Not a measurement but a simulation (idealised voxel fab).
The process module presented herein is designated voxel wiring stack.
Square cells of 5 nm make up the cross-section cut, whose width is 160 nm.
A cross-section is written here as square cells arranged in a grid, and it is given in bands from the top down, each band taking up one or more rows of cells.
For a band, the entry starts with two heights in nm, that of the top and then that of the bottom, and carries on with the band's materials in order from left to right, each alongside its width in nm; the word "throughout" beside a single material means it fills the band edge to edge, and "blank" means empty space.
Heights are expressed relative to 0, this being the level below which the as-received wafer comprises one material exclusively. The lowest band is unbounded in the downward direction and is denoted as in "0 -> down".
A width given as "30..40" starts at the first number in the band's top row and ends at the second number in its bottom row, shifting by an equal amount at every step from row to row.
Where the words "no modifications" appear for a step, the cross-section shows no cell changed by that step; every cell remained as before.
"Enclosed void entries" - sealed voids, min. 8 cells, no opening to top; format: width x height at distance (distance from left edge; nm throughout).
It should be noted that, on the line of a given step, the content following the step's settings is a remark produced by the simulator itself with respect to that step.
overlay nm: step with mask; distance mask lay right of planned place; negative value = left of planned place.

Steps in the process plan:
1. RECEIVE with material Si
2. CONFORMAL_DEP with material SiO2, thk nm 15
3. DIRECTIONAL_DEP with material TiN, thk nm 5
4. DIRECTIONAL_DEP with material W, thk nm 25
5. PATTERN with tone cover, mask id METAL_1, material resist, width nm 20, pitch nm 40, thk nm 20, overlay nm 0
6. DIRECTIONAL_ETCH with etch materials W, depth nm 25
7. DIRECTIONAL_ETCH with etch materials TiN, depth nm 5
8. STRIP with etch materials resist
9. FILL_DEP with material lowk, thk nm 10
10. CMP with height nm 45
11. CONFORMAL_DEP with material SiCN, thk nm 5
12. DIRECTIONAL_DEP with material lowk, thk nm 30
13. DIRECTIONAL_DEP with material aC, thk nm 15
14. PATTERN with tone open, mask id METAL_2, material resist, width nm 20, pitch nm 40, thk nm 30, overlay nm 0
15. DIRECTIONAL_ETCH with etch materials aC, depth nm 15
16. STRIP with etch materials resist
17. DIRECTIONAL_ETCH with etch materials lowk, depth nm 5
18. STRIP with etch materials aC
19. MASKED_ETCH with tone open, mask id METAL_2_HOLES, width nm 15, pitch nm 40, etch materials lowk, depth nm 15, overlay nm 0
20. MASKED_ETCH with tone open, mask id METAL_2_HOLES, width nm 15, pitch nm 40, etch materials SiCN, depth nm 5, overlay nm 0
21. CONFORMAL_DEP with material TiN, thk nm 5
22. FILL_DEP with material Cu, thk nm 10
23. CMP with height nm 80
24. CONFORMAL_DEP with material SiN, thk nm 5
All wafers enter the flow in the same state. The depth nm at step 17 differs from wafer to wafer, and the plan gives the value for the first wafer.

As-received cross-section, first of several wafers, post step 1:
- 0 -> down  Si throughout
- Enclosed void entries: none

Below: a row per wafer. Contents at end of module: for every material, cells gained since receipt (+) or lost since receipt (-); then closed voids:
depth nm 5 | +6 Cu | +32 SiCN | +32 SiN | +96 SiO2 | +28 TiN | +40 W | +310 lowk | Enclosed void entries: none
depth nm 10 | +10 Cu | +32 SiCN | +32 SiN | +96 SiO2 | +32 TiN | +40 W | +302 lowk | Enclosed void entries: none
depth nm 15 | +16 Cu | +26 SiCN | +32 SiN | +96 SiO2 | +40 TiN | +40 W | +294 lowk | Enclosed void entries: none
depth nm 20 | +18 Cu | +26 SiCN | +32 SiN | +96 SiO2 | +40 TiN | +40 W | +292 lowk | Enclosed void entries: none
depth nm 25 | +20 Cu | +26 SiCN | +32 SiN | +96 SiO2 | +40 TiN | +40 W | +290 lowk | Enclosed void entries: none
depth nm 30 | +22 Cu | +26 SiCN | +32 SiN | +96 SiO2 | +40 TiN | +40 W | +288 lowk | Enclosed void entries: none
